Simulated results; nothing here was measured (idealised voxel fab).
process module | voxel transistor to metal
cross-section cut | 195 nm wide | cells 5 nm
A cross-section is a grid of square cells, given in bands from the top down. A band is one or more rows of cells.
Each band's line starts with the height of the band's top and of its bottom, in nm. Then come its materials from left to right, each with its width in nm. One material with "throughout" fills the band from edge to edge. "air" is empty space.
Height 0 is the level under which the wafer as received is all one material. The lowest band goes on downwards, as in "0 down".
A width such as "30 to 40" changes by the same amount from each row of cells to the next, from the band's top row to its bottom row.
"no change" after a step means that no cell of the cross-section changed.
closed voids: empty space of 8 cells or more with no open way to the top, each as width x height at its distance from the left edge, in nm
after a step's settings: what the simulator itself notes on the step
overlay nm, on a step with a mask: how far to the right of its planned place the mask lay; to the left if negative
plan
1 op RECEIVE | material Si
2 op CONFORMAL_DEP | material SiO2 | thk nm 5
3 op CONFORMAL_DEP | material SiN | thk nm 10
4 op PATTERN | tone cover | mask id ACTIVE | material resist | width nm 125 | thk nm 15 | overlay nm 0
5 op DIRECTIONAL_ETCH | etch materials SiN | depth nm 10
6 op DIRECTIONAL_ETCH | etch materials SiO2 | depth nm 5
7 op DIRECTIONAL_ETCH | etch materials Si | depth nm 20
8 op STRIP | etch materials resist
9 op OXIDIZE | depth nm 5
10 op FILL_DEP | material SiO2 | thk nm 5
11 op CMP | height nm 15
12 op SELECTIVE_ETCH | etch materials SiO2 | depth nm 10
13 op STRIP | etch materials SiN
14 op SELECTIVE_ETCH | etch materials SiO2 | depth nm 5
15 op OXIDIZE | depth nm 5
16 op DIRECTIONAL_DEP | material polySi | thk nm 30
17 op DIRECTIONAL_DEP | material SiCN | thk nm 15
18 op PATTERN | tone cover | mask id GATE | material resist | width nm 35 | thk nm 15 | overlay nm 0
19 op DIRECTIONAL_ETCH | etch materials SiCN | depth nm 25
20 op DIRECTIONAL_ETCH | etch materials polySi | depth nm 40
21 op STRIP | etch materials resist
22 op CONFORMAL_DEP | material SiO2 | thk nm 5
23 op DIRECTIONAL_ETCH | etch materials SiO2 | depth nm 5
24 op CONFORMAL_DEP | material SiN | thk nm 5
25 op DIRECTIONAL_ETCH | etch materials SiN | depth nm 5
26 op DIRECTIONAL_ETCH | etch materials SiO2 | depth nm 5
27 op DIRECTIONAL_ETCH | etch materials Si | depth nm 15
28 op EPI | material SiGe | thk nm 20
29 op FILL_DEP | material SiO2 | thk nm 5
30 op CMP | height nm 30
31 op STRIP | etch materials polySi
32 op SELECTIVE_ETCH | etch materials SiO2 | depth nm 5
33 op CONFORMAL_DEP | material HfO2 | thk nm 5
34 op CONFORMAL_DEP | material TiN | thk nm 5
35 op FILL_DEP | material W | thk nm 10
36 op CMP | height nm 25
37 op DIRECTIONAL_DEP | material SiO2 | thk nm 10
38 op DIRECTIONAL_DEP | material aC | thk nm 15
39 op PATTERN | tone open | mask id CONTACT | material resist | width nm 15 | pitch nm 90 | thk nm 30 | overlay nm 0
40 op DIRECTIONAL_ETCH | etch materials aC | depth nm 15
41 op STRIP | etch materials resist
42 op DIRECTIONAL_ETCH | etch materials SiO2 | depth nm 35
43 op STRIP | etch materials aC
44 op CONFORMAL_DEP | material TiN | thk nm 5
45 op FILL_DEP | material Ru | thk nm 5
46 op CMP | height nm 35
47 op DIRECTIONAL_DEP | material TiN | thk nm 5
48 op DIRECTIONAL_DEP | material W | thk nm 15
49 op PATTERN | tone cover | mask id METAL_1 | material resist | width nm 15 | pitch nm 90 | thk nm 15 | overlay nm 0
50 op DIRECTIONAL_ETCH | etch materials W | depth nm 15
51 op DIRECTIONAL_ETCH | etch materials TiN | depth nm 5
52 op STRIP | etch materials resist
53 op FILL_DEP | material lowk | thk nm 10
54 op CMP | height nm 55
55 op CONFORMAL_DEP | material SiN | thk nm 5
as received, after step 1
  0 down: Si throughout
  closed voids: none
a wafer at the end: this start, this plan, one mistake
  60 to 55: SiN throughout
  55 to 40: lowk 45 | W 15 | lowk 75 | W 15 | lowk 45
  40 to 35: lowk 45 | TiN 15 | lowk 75 | TiN 15 | lowk 45
  35 to 25: SiO2 40 | TiN 5 | Ru 15 | TiN 5 | SiO2 65 | TiN 5 | Ru 15 | TiN 5 | SiO2 40
  25 to 20: SiO2 40 | TiN 5 | Ru 15 | TiN 5 | SiO2 5 | SiN 5 | HfO2 5 | TiN 5 | W 25 | TiN 5 | HfO2 5 | SiN 5 | SiO2 5 | TiN 5 | Ru 15 | TiN 5 | SiO2 40
  20 to 15: SiO2 40 | TiN 25 | SiO2 5 | SiN 5 | HfO2 5 | TiN 5 | W 25 | TiN 5 | HfO2 5 | SiN 5 | SiO2 5 | TiN 25 | SiO2 40
  15 to 5: SiO2 40 | TiN 10 | SiGe 20 | SiN 5 | HfO2 5 | TiN 5 | W 25 | TiN 5 | HfO2 5 | SiN 5 | SiGe 20 | TiN 10 | SiO2 40
  5 to 0: SiO2 40 | TiN 10 | SiGe 20 | SiN 5 | HfO2 5 | TiN 35 | HfO2 5 | SiN 5 | SiGe 20 | TiN 10 | SiO2 40
  0 to -5: SiO2 35 | SiGe 35 | SiO2 5 | HfO2 45 | SiO2 5 | SiGe 35 | SiO2 35
  -5 to -20: SiO2 40 | SiGe 30 | Si 55 | SiGe 30 | SiO2 40
  -20 to -25: SiO2 40 | Si 115 | SiO2 40
  -25 down: Si throughout
  closed voids: none
what went wrong: step 39 ran as: op PATTERN | tone open | mask id CONTACT | material resist | width nm 25 | pitch nm 90 | thk nm 30 | overlay nm 0
